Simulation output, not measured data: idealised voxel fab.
Herein follows the process module entitled voxel self aligned contacts.
FYI the section here is cut, 175 nm wide, cells are 5 nm squares.
Throughout this document, each cross-section is represented as a grid of square cells and is presented as a sequence of bands enumerated from the top downward, where a band comprises one or more rows of cells.
In this notation a band is specified by the heights of its top and bottom, in that order and in nm, after which its materials appear from left to right, each paired with its width in nm. The word "all across" attached to a single material means that material fills the band from edge to edge; the word "empty" stands for empty space.
We count height from 0. Below that, the starting wafer is all one material. The lowest band never ends at the bottom but goes on down; see "top 0, no bottom" for how that is written.
So if you see something like "30 to 40" for the width, read it as the top row of the band sitting at the first number and the bottom row at the second, with every row in between moving by the same amount as the last.
"left unchanged" (step): cross-section cells unchanged, all of them.
"Closed void list" - sealed voids, min. 8 cells, no opening to top; format: width x height at distance (distance from left edge; nm throughout).
Post-settings text on a step line: simulator's own remark regarding the step.
overlay nm: for a step with a mask, the amount by which the mask lay right of where it was planned; a negative amount means left of it.

## Planned step list for the process
step 1: RECEIVE (material Si)
step 2: CONFORMAL_DEP (material SiO2; thk nm 5)
step 3: DIRECTIONAL_DEP (material polySi; thk nm 20)
step 4: DIRECTIONAL_DEP (material SiN; thk nm 20)
step 5: MASKED_ETCH (tone cover; mask id GATE; width nm 35; pitch nm 65; etch materials SiN; depth nm 20; overlay nm 0)
step 6: MASKED_ETCH (tone cover; mask id GATE; width nm 35; pitch nm 65; etch materials polySi; depth nm 20; overlay nm 0)
step 7: CONFORMAL_DEP (material SiN; thk nm 5)
step 8: DIRECTIONAL_ETCH (etch materials SiN; depth nm 5)
step 9: FILL_DEP (material SiO2; thk nm 10)
step 10: CMP (height nm 50)
step 11: PATTERN (tone open; mask id CONTACT; material resist; width nm 30; thk nm 20; overlay nm 0)
step 12: DIRECTIONAL_ETCH (etch materials SiO2; depth nm 50)
step 13: STRIP (etch materials resist)
step 14: CONFORMAL_DEP (material TiN; thk nm 5)
step 15: FILL_DEP (material W; thk nm 10)
step 16: CMP (height nm 50)
step 17: CONFORMAL_DEP (material SiN; thk nm 5)
For this document, wafers share an identical start and vary in the step 11 width nm; the plan quotes the first wafer's value.

## As received, i.e. after step 1: cross-section through the first of several wafers
top 0, no bottom: Si all across
Closed void list: none

## Cross-sectional representation of the first of several wafers at the end of the module, i.e. after its terminal step, step 17
top 55, bottom 50: SiN all across
top 50, bottom 45: SiO2 70  TiN 10  W 10  TiN 10  SiO2 75
top 45, bottom 25: SiO2 30  SiN 45  TiN 5  W 10  TiN 5  SiN 45  SiO2 35
top 25, bottom 5: SiO2 30  SiN 5  polySi 35  SiN 5  TiN 5  W 10  TiN 5  SiN 5  polySi 35  SiN 5  SiO2 35
top 5, bottom 0: SiO2 75  TiN 20  SiO2 80
top 0, no bottom: Si all across
Closed void list: none

## Last-wafer cross-section at the end of the module
top 55, bottom 50: SiN all across
top 50, bottom 45: SiO2 60  TiN 20  W 10  TiN 25  SiO2 60
top 45, bottom 25: SiO2 30  SiN 45  TiN 5  W 10  TiN 5  SiN 45  SiO2 35
top 25, bottom 5: SiO2 30  SiN 5  polySi 35  SiN 5  TiN 5  W 10  TiN 5  SiN 5  polySi 35  SiN 5  SiO2 35
top 5, bottom 0: SiO2 75  TiN 20  SiO2 80
top 0, no bottom: Si all across
Closed void list: none

## Here is how to read the rows: every wafer has a row, and it shows the wafer at the end of the module, giving for each material how many cells were gained (+) or lost (-) since the wafer was received, then listing its closed voids
width nm 30 | +123 SiN | +164 SiO2 | +24 TiN | +18 W | +56 polySi | Closed void list: none
width nm 35 | +123 SiN | +163 SiO2 | +25 TiN | +18 W | +56 polySi | Closed void list: none
width nm 40 | +123 SiN | +162 SiO2 | +26 TiN | +18 W | +56 polySi | Closed void list: none
width nm 45 | +123 SiN | +161 SiO2 | +27 TiN | +18 W | +56 polySi | Closed void list: none
width nm 50 | +123 SiN | +160 SiO2 | +28 TiN | +18 W | +56 polySi | Closed void list: none
width nm 55 | +123 SiN | +159 SiO2 | +29 TiN | +18 W | +56 polySi | Closed void list: none
